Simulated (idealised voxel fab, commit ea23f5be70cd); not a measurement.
Process module in this document: voxel self aligned vias
The cross-section shown here is cut; it is 250 nm wide and divided into square cells measuring 5 nm on a side.
How to read a cross-section here: the picture is a grid of square cells, written as bands going from the top down, and any band can span one or more rows of cells.
Quick guide to a band line: top height, bottom height (nm) up front; then every material left to right with its width in nm. Only one material and it's marked "everywhere"? Then it fills the band edge to edge. And "blank" just means empty space.
Heights are expressed relative to 0, this being the level below which the as-received wafer comprises one material exclusively. The lowest band is unbounded in the downward direction and is denoted as in "0 -> down".
So if you see something like "30..40" for the width, read it as the top row of the band sitting at the first number and the bottom row at the second, with every row in between moving by the same amount as the last.
"no alterations made" after a step means that no cell of the cross-section changed.
"Listed closed voids" means: voids of 8 cells or more that are shut off from the top with no open way through. Written width x height at distance, distance from the left edge, in nm.
Read whatever lies past the settings on a step's line as the simulator's own remark about the step.
Each step line may optionally specify "overlay nm", which for a step with a mask gives the rightward distance between the mask's planned place and where it lay, a negative value indicating the leftward direction.
**Steps in the process plan**
| 1 | RECEIVE: material Si |
| 2 | CONFORMAL_DEP: material SiO2, thk nm 10 |
| 3 | CONFORMAL_DEP: material SiCN, thk nm 5 |
| 4 | DIRECTIONAL_DEP: material SiO2, thk nm 20 |
| 5 | PATTERN: tone open, mask id LINES, material resist, width nm 30, pitch nm 55, thk nm 15, overlay nm 0 |
| 6 | DIRECTIONAL_ETCH: etch materials SiO2, depth nm 20 |
| 7 | STRIP: etch materials resist |
| 8 | CONFORMAL_DEP: material TiN, thk nm 5 |
| 9 | FILL_DEP: material Ru, thk nm 5 |
| 10 | CMP: height nm 35 |
| 11 | SELECTIVE_ETCH: etch materials W Ru TiN, depth nm 5 |
| 12 | FILL_DEP: material SiN, thk nm 10 |
| 13 | CMP: height nm 35 |
| 14 | DIRECTIONAL_DEP: material SiO2, thk nm 20 |
| 15 | MASKED_ETCH: tone open, mask id VIAS, width nm 40, pitch nm 55, etch materials SiO2, depth nm 20, overlay nm 0 |
| 16 | MASKED_ETCH: tone open, mask id VIAS, width nm 40, pitch nm 55, etch materials SiN, depth nm 5, overlay nm 0 |
| 17 | CONFORMAL_DEP: material TiN, thk nm 5 |
| 18 | FILL_DEP: material Ru, thk nm 10 |
| 19 | CMP: height nm 55 |
| 20 | CONFORMAL_DEP: material SiCN, thk nm 5 |
**First of two wafers - as planned**
**Cross-section: wafer on arrival = after step 1**
* 0 -> down: Si everywhere
* Listed closed voids: none
**Wafer after step 2 (cross-section)**
* 10 -> 0: SiO2 everywhere
* Below 0, the layers are the same as they were.
**Wafer after step 3 (cross-section)**
* 15 -> 10: SiCN everywhere
* Below 10, the layers are the same as they were.
**Wafer after step 4 (cross-section)**
* 35 -> 15: SiO2 everywhere
* Below 15, the layers are the same as they were.
**Wafer after step 5 (cross-section)**
* 50 -> 35: resist 55 nm; blank 30 nm; resist 25 nm; blank 30 nm; resist 25 nm; blank 30 nm; resist 55 nm
* Below 35, the layers are the same as they were.
**Wafer after step 6 (cross-section)**
* 50 -> 35: resist 55 nm; blank 30 nm; resist 25 nm; blank 30 nm; resist 25 nm; blank 30 nm; resist 55 nm
* 35 -> 15: SiO2 55 nm; blank 30 nm; SiO2 25 nm; blank 30 nm; SiO2 25 nm; blank 30 nm; SiO2 55 nm
* Below 15, the layers are the same as they were.
**Wafer after step 7 (cross-section)**
* 35 -> 15: SiO2 55 nm; blank 30 nm; SiO2 25 nm; blank 30 nm; SiO2 25 nm; blank 30 nm; SiO2 55 nm
* Below 15, the layers are the same as they were.
**Wafer after step 8 (cross-section)**
* 40 -> 35: TiN 60 nm; blank 20 nm; TiN 35 nm; blank 20 nm; TiN 35 nm; blank 20 nm; TiN 60 nm
* 35 -> 20: SiO2 55 nm; TiN 5 nm; blank 20 nm; TiN 5 nm; SiO2 25 nm; TiN 5 nm; blank 20 nm; TiN 5 nm; SiO2 25 nm; TiN 5 nm; blank 20 nm; TiN 5 nm; SiO2 55 nm
* 20 -> 15: SiO2 55 nm; TiN 30 nm; SiO2 25 nm; TiN 30 nm; SiO2 25 nm; TiN 30 nm; SiO2 55 nm
* Below 15, the layers are the same as they were.
**Wafer after step 9 (cross-section)**
* 45 -> 40: Ru everywhere
* 40 -> 35: TiN 60 nm; Ru 20 nm; TiN 35 nm; Ru 20 nm; TiN 35 nm; Ru 20 nm; TiN 60 nm
* 35 -> 20: SiO2 55 nm; TiN 5 nm; Ru 20 nm; TiN 5 nm; SiO2 25 nm; TiN 5 nm; Ru 20 nm; TiN 5 nm; SiO2 25 nm; TiN 5 nm; Ru 20 nm; TiN 5 nm; SiO2 55 nm
* Below 20, the layers are the same as they were.
**Wafer after step 10 (cross-section)**
* 35 -> 20: SiO2 55 nm; TiN 5 nm; Ru 20 nm; TiN 5 nm; SiO2 25 nm; TiN 5 nm; Ru 20 nm; TiN 5 nm; SiO2 25 nm; TiN 5 nm; Ru 20 nm; TiN 5 nm; SiO2 55 nm
* Below 20, the layers are the same as they were.
**Wafer after step 11 (cross-section)**
* 35 -> 30: SiO2 55 nm; blank 30 nm; SiO2 25 nm; blank 30 nm; SiO2 25 nm; blank 30 nm; SiO2 55 nm
* Below 30, the layers are the same as they were.
**Wafer after step 12 (cross-section)**
* 45 -> 35: SiN everywhere
* 35 -> 30: SiO2 55 nm; SiN 30 nm; SiO2 25 nm; SiN 30 nm; SiO2 25 nm; SiN 30 nm; SiO2 55 nm
* Below 30, the layers are the same as they were.
**Wafer after step 13 (cross-section)**
* 35 -> 30: SiO2 55 nm; SiN 30 nm; SiO2 25 nm; SiN 30 nm; SiO2 25 nm; SiN 30 nm; SiO2 55 nm
* Below 30, the layers are the same as they were.
**Wafer after step 14 (cross-section)**
* 55 -> 35: SiO2 everywhere
* Below 35, the layers are the same as they were.
**Wafer after step 15 (cross-section)**
* 55 -> 35: SiO2 50 nm; blank 40 nm; SiO2 15 nm; blank 40 nm; SiO2 15 nm; blank 40 nm; SiO2 50 nm
* Below 35, the layers are the same as they were.
**Wafer after step 16 (cross-section)**
* 55 -> 35: SiO2 50 nm; blank 40 nm; SiO2 15 nm; blank 40 nm; SiO2 15 nm; blank 40 nm; SiO2 50 nm
* 35 -> 30: SiO2 55 nm; blank 30 nm; SiO2 25 nm; blank 30 nm; SiO2 25 nm; blank 30 nm; SiO2 55 nm
* Below 30, the layers are the same as they were.
**Wafer after step 17 (cross-section)**
* 60 -> 55: TiN 55 nm; blank 30 nm; TiN 25 nm; blank 30 nm; TiN 25 nm; blank 30 nm; TiN 55 nm
* 55 -> 40: SiO2 50 nm; TiN 5 nm; blank 30 nm; TiN 5 nm; SiO2 15 nm; TiN 5 nm; blank 30 nm; TiN 5 nm; SiO2 15 nm; TiN 5 nm; blank 30 nm; TiN 5 nm; SiO2 50 nm
* 40 -> 35: SiO2 50 nm; TiN 10 nm; blank 20 nm; TiN 10 nm; SiO2 15 nm; TiN 10 nm; blank 20 nm; TiN 10 nm; SiO2 15 nm; TiN 10 nm; blank 20 nm; TiN 10 nm; SiO2 50 nm
* 35 -> 30: SiO2 55 nm; TiN 30 nm; SiO2 25 nm; TiN 30 nm; SiO2 25 nm; TiN 30 nm; SiO2 55 nm
* Below 30, the layers are the same as they were.
**Wafer after step 18 (cross-section)**
* 70 -> 60: Ru everywhere
* 60 -> 55: TiN 55 nm; Ru 30 nm; TiN 25 nm; Ru 30 nm; TiN 25 nm; Ru 30 nm; TiN 55 nm
* 55 -> 40: SiO2 50 nm; TiN 5 nm; Ru 30 nm; TiN 5 nm; SiO2 15 nm; TiN 5 nm; Ru 30 nm; TiN 5 nm; SiO2 15 nm; TiN 5 nm; Ru 30 nm; TiN 5 nm; SiO2 50 nm
* 40 -> 35: SiO2 50 nm; TiN 10 nm; Ru 20 nm; TiN 10 nm; SiO2 15 nm; TiN 10 nm; Ru 20 nm; TiN 10 nm; SiO2 15 nm; TiN 10 nm; Ru 20 nm; TiN 10 nm; SiO2 50 nm
* Below 35, the layers are the same as they were.
**Wafer after step 19 (cross-section)**
* 55 -> 40: SiO2 50 nm; TiN 5 nm; Ru 30 nm; TiN 5 nm; SiO2 15 nm; TiN 5 nm; Ru 30 nm; TiN 5 nm; SiO2 15 nm; TiN 5 nm; Ru 30 nm; TiN 5 nm; SiO2 50 nm
* Below 40, the layers are the same as they were.
**Wafer after step 20 (cross-section)**
* 60 -> 55: SiCN everywhere
* Below 55, the layers are the same as they were.
**The remaining wafer, second of the two, started like the first and was run to the same plan, except that one mistake was made along the way; the two coincide through step 10, inclusive**
**Cross-sectional view of the second wafer at the intended end time of process step 11**
* 35 -> 20: SiO2 55 nm; blank 30 nm; SiO2 25 nm; blank 30 nm; SiO2 25 nm; blank 30 nm; SiO2 55 nm
* Below 20, the layers are the same as they were.
**Cross-sectional view of the second wafer at the intended end time of process step 12**
* 45 -> 35: SiN everywhere
* 35 -> 20: SiO2 55 nm; SiN 30 nm; SiO2 25 nm; SiN 30 nm; SiO2 25 nm; SiN 30 nm; SiO2 55 nm
* Below 20, the layers are the same as they were.
**Cross-sectional view of the second wafer at the intended end time of process step 13**
* 35 -> 20: SiO2 55 nm; SiN 30 nm; SiO2 25 nm; SiN 30 nm; SiO2 25 nm; SiN 30 nm; SiO2 55 nm
* Below 20, the layers are the same as they were.
**Cross-sectional view of the second wafer at the intended end time of process step 14**
* 55 -> 35: SiO2 everywhere
* Below 35, the layers are the same as they were.
**Cross-sectional view of the second wafer at the intended end time of process step 15**
* 55 -> 35: SiO2 50 nm; blank 40 nm; SiO2 15 nm; blank 40 nm; SiO2 15 nm; blank 40 nm; SiO2 50 nm
* Below 35, the layers are the same as they were.
**Cross-sectional view of the second wafer at the intended end time of process step 16**
* 55 -> 35: SiO2 50 nm; blank 40 nm; SiO2 15 nm; blank 40 nm; SiO2 15 nm; blank 40 nm; SiO2 50 nm
* 35 -> 30: SiO2 55 nm; blank 30 nm; SiO2 25 nm; blank 30 nm; SiO2 25 nm; blank 30 nm; SiO2 55 nm
* Below 30, the layers are the same as they were.
**Cross-sectional view of the second wafer at the intended end time of process step 17**
* 60 -> 55: TiN 55 nm; blank 30 nm; TiN 25 nm; blank 30 nm; TiN 25 nm; blank 30 nm; TiN 55 nm
* 55 -> 40: SiO2 50 nm; TiN 5 nm; blank 30 nm; TiN 5 nm; SiO2 15 nm; TiN 5 nm; blank 30 nm; TiN 5 nm; SiO2 15 nm; TiN 5 nm; blank 30 nm; TiN 5 nm; SiO2 50 nm
* 40 -> 35: SiO2 50 nm; TiN 10 nm; blank 20 nm; TiN 10 nm; SiO2 15 nm; TiN 10 nm; blank 20 nm; TiN 10 nm; SiO2 15 nm; TiN 10 nm; blank 20 nm; TiN 10 nm; SiO2 50 nm
* 35 -> 30: SiO2 55 nm; TiN 30 nm; SiO2 25 nm; TiN 30 nm; SiO2 25 nm; TiN 30 nm; SiO2 55 nm
* Below 30, the layers are the same as they were.
**Cross-sectional view of the second wafer at the intended end time of process step 18**
* 70 -> 60: Ru everywhere
* 60 -> 55: TiN 55 nm; Ru 30 nm; TiN 25 nm; Ru 30 nm; TiN 25 nm; Ru 30 nm; TiN 55 nm
* 55 -> 40: SiO2 50 nm; TiN 5 nm; Ru 30 nm; TiN 5 nm; SiO2 15 nm; TiN 5 nm; Ru 30 nm; TiN 5 nm; SiO2 15 nm; TiN 5 nm; Ru 30 nm; TiN 5 nm; SiO2 50 nm
* 40 -> 35: SiO2 50 nm; TiN 10 nm; Ru 20 nm; TiN 10 nm; SiO2 15 nm; TiN 10 nm; Ru 20 nm; TiN 10 nm; SiO2 15 nm; TiN 10 nm; Ru 20 nm; TiN 10 nm; SiO2 50 nm
* Below 35, the layers are the same as they were.
**Cross-sectional view of the second wafer at the intended end time of process step 19**
* 55 -> 40: SiO2 50 nm; TiN 5 nm; Ru 30 nm; TiN 5 nm; SiO2 15 nm; TiN 5 nm; Ru 30 nm; TiN 5 nm; SiO2 15 nm; TiN 5 nm; Ru 30 nm; TiN 5 nm; SiO2 50 nm
* Below 40, the layers are the same as they were.
**Cross-sectional view of the second wafer at the intended end time of process step 20**
* 60 -> 55: SiCN everywhere
* Below 55, the layers are the same as they were.
Diagnosis: for step 11, the planned setting was not used; the step was instead run as SELECTIVE_ETCH: etch materials W Ru TiN, depth nm 15
at the end the second wafer has, in cells: 24 fewer of Ru | 36 more of SiN | 12 fewer of TiN
